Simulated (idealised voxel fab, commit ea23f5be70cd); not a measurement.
The document below concerns the process module designated voxel double patterning.
It is cross-section cut that appears here, measuring 220 nm in width, its square cells being 5 nm in size.
Cross-section, as written here: a square-cell grid given band by band from the top down, where a band holds one or more rows of cells.
Band: top height; bottom height; in nm. Then, left to right: material with width in nm, for each material. "full width": a single material spanning edge to edge. "air": empty space.
All heights in this document are referenced to 0, defined as the level beneath which the wafer, as received, consists entirely of one material. The lowest band is not bounded below; it extends indefinitely downward and is written in the form "0..down".
Per-row width for "30 to 40": begins at first number (top row of band), ends at second number (bottom row), increment between rows held constant.
Any step labelled "nothing different" changed none of the cells in the cross-section.
In the "Enclosed void list" entry, you get each enclosed empty space of 8 cells or more, one with no open way to the top, written width x height at distance, distance from the left edge, in nm.
after a step's settings: what the simulator itself notes on the step
Each step line may optionally specify "overlay nm", which for a step with a mask gives the rightward distance between the mask's planned place and where it lay, a negative value indicating the leftward direction.

The planned process steps are enumerated hereunder
1: RECEIVE [material Si]
2: CONFORMAL_DEP [material SiO2] [thk nm 5]
3: DIRECTIONAL_DEP [material TiN] [thk nm 10]
4: DIRECTIONAL_DEP [material SiCN] [thk nm 5]
5: DIRECTIONAL_DEP [material aC] [thk nm 10]
6: PATTERN [tone open] [mask id FIRST] [material resist] [width nm 15] [pitch nm 50] [thk nm 25] [overlay nm 0]
7: DIRECTIONAL_ETCH [etch materials aC] [depth nm 10]
8: STRIP [etch materials resist]
9: DIRECTIONAL_ETCH [etch materials SiCN] [depth nm 5]
10: STRIP [etch materials aC]
11: MASKED_ETCH [tone open] [mask id SECOND] [width nm 15] [pitch nm 50] [etch materials SiCN] [depth nm 5] [overlay nm 0]
12: DIRECTIONAL_ETCH [etch materials TiN] [depth nm 10]
13: STRIP [etch materials SiCN]

Received-state cross-section, reflecting completion of step 1
0..down | Si full width
Enclosed void list: none

First of two wafers: cross-section at end of module, run per plan
15..5 | TiN: 50; air: 15; TiN: 10; air: 15; TiN: 10; air: 15; TiN: 10; air: 15; TiN: 10; air: 15; TiN: 55
5..0 | SiO2 full width
0..down | Si full width
Enclosed void list: none

Wafer two cross-section, module end. Start and plan unchanged from wafer one; one mistake made during the run
15..5 | air: 75; TiN: 15; air: 35; TiN: 15; air: 80
5..0 | SiO2 full width
0..down | Si full width
Enclosed void list: none
Against the plan, the run slipped here: it should be noted that step 11 was executed with settings other than those planned, the operation and settings actually applied being MASKED_ETCH [tone cover] [mask id SECOND] [width nm 15] [pitch nm 50] [etch materials SiCN] [depth nm 5] [overlay nm 0]
Upon completion, the second wafer contains, in terms of cells, a greater or smaller amount of certain materials than the first wafer: 46 fewer of TiN
